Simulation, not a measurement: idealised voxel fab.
process module | voxel self aligned contacts
cross-section cut | 250 nm wide | cells 5 nm
A cross-section is a grid of square cells, given in bands from the top down. A band is one or more rows of cells.
Each band's line starts with the height of the band's top and of its bottom, in nm. Then come its materials from left to right, each with its width in nm. One material with "throughout" fills the band from edge to edge. "air" is empty space.
Height 0 is the level under which the wafer as received is all one material. The lowest band goes on downwards, as in "0 down".
A width such as "30 to 40" changes by the same amount from each row of cells to the next, from the band's top row to its bottom row.
"no change" after a step means that no cell of the cross-section changed.
closed voids: empty space of 8 cells or more with no open way to the top, each as width x height at its distance from the left edge, in nm
after a step's settings: what the simulator itself notes on the step
overlay nm, on a step with a mask: how far to the right of its planned place the mask lay; to the left if negative
plan
1 op RECEIVE | material Si
2 op CONFORMAL_DEP | material SiO2 | thk nm 5
3 op DIRECTIONAL_DEP | material polySi | thk nm 25
4 op DIRECTIONAL_DEP | material SiN | thk nm 20
5 op DIRECTIONAL_DEP | material aC | thk nm 10
6 op PATTERN | tone cover | mask id GATE | material resist | width nm 35 | pitch nm 70 | thk nm 30 | overlay nm -15
7 op DIRECTIONAL_ETCH | etch materials aC | depth nm 10
8 op STRIP | etch materials resist
9 op DIRECTIONAL_ETCH | etch materials SiN | depth nm 20
10 op DIRECTIONAL_ETCH | etch materials polySi | depth nm 25
11 op STRIP | etch materials aC
12 op CONFORMAL_DEP | material SiN | thk nm 5
13 op DIRECTIONAL_ETCH | etch materials SiN | depth nm 5
14 op FILL_DEP | material SiO2 | thk nm 15
15 op CMP | height nm 60
16 op DIRECTIONAL_DEP | material aC | thk nm 10
17 op PATTERN | tone open | mask id CONTACT | material resist | width nm 55 | pitch nm 70 | thk nm 25 | overlay nm 0
18 op DIRECTIONAL_ETCH | etch materials aC | depth nm 10
19 op STRIP | etch materials resist
20 op DIRECTIONAL_ETCH | etch materials SiO2 | depth nm 60
21 op STRIP | etch materials aC
22 op CONFORMAL_DEP | material TiN | thk nm 5
23 op FILL_DEP | material Ru | thk nm 10
24 op CMP | height nm 60
25 op CONFORMAL_DEP | material SiN | thk nm 5
varied across the wafers: overlay nm of step 6. The plan shows the first wafer's value. All wafers start alike
first wafer as received, after step 1
  0 down: Si throughout
  closed voids: none
first wafer at the end, after step 25
  65 to 60: SiN throughout
  60 to 50: SiO2 60 | TiN 5 | Ru 45 to 15 | TiN 5 to 35 | SiO2 15 | TiN 5 | Ru 45 to 15 | TiN 5 to 35 | SiO2 65
  50 to 30: SiO2 15 | SiN 45 | TiN 5 | Ru 15 | TiN 5 | SiN 45 | TiN 5 | Ru 15 | TiN 5 | SiN 45 | SiO2 50
  30 to 5: SiO2 15 | SiN 5 | polySi 35 | SiN 5 | TiN 5 | Ru 15 | TiN 5 | SiN 5 | polySi 35 | SiN 5 | TiN 5 | Ru 15 | TiN 5 | SiN 5 | polySi 35 | SiN 5 | SiO2 50
  5 to 0: SiO2 60 | TiN 25 | SiO2 45 | TiN 25 | SiO2 95
  0 down: Si throughout
  closed voids: none
last wafer at the end
  65 to 60: SiN throughout
  60 to 50: SiO2 60 | TiN 5 to 35 | Ru 45 to 15 | TiN 5 | SiO2 15 | TiN 5 to 35 | Ru 45 to 15 | TiN 5 | SiO2 65
  50 to 30: SiO2 45 | SiN 45 | TiN 5 | Ru 15 | TiN 5 | SiN 45 | TiN 5 | Ru 15 | TiN 5 | SiN 45 | SiO2 20
  30 to 5: SiO2 45 | SiN 5 | polySi 35 | SiN 5 | TiN 5 | Ru 15 | TiN 5 | SiN 5 | polySi 35 | SiN 5 | TiN 5 | Ru 15 | TiN 5 | SiN 5 | polySi 35 | SiN 5 | SiO2 20
  5 to 0: SiO2 90 | TiN 25 | SiO2 45 | TiN 25 | SiO2 65
  0 down: Si throughout
  closed voids: none
each wafer at the end: cells of each material gained (+) or lost (-) since it was received, then its closed voids
overlay nm -15 | +78 Ru | +188 SiN | +213 SiO2 | +66 TiN | +105 polySi | closed voids: none
overlay nm -10 | +78 Ru | +188 SiN | +213 SiO2 | +66 TiN | +105 polySi | closed voids: none
overlay nm -5 | +78 Ru | +188 SiN | +213 SiO2 | +66 TiN | +105 polySi | closed voids: none
overlay nm 0 | +78 Ru | +188 SiN | +213 SiO2 | +66 TiN | +105 polySi | closed voids: none
overlay nm 5 | +78 Ru | +188 SiN | +213 SiO2 | +66 TiN | +105 polySi | closed voids: none
overlay nm 10 | +78 Ru | +188 SiN | +213 SiO2 | +66 TiN | +105 polySi | closed voids: none
overlay nm 15 | +78 Ru | +188 SiN | +213 SiO2 | +66 TiN | +105 polySi | closed voids: none
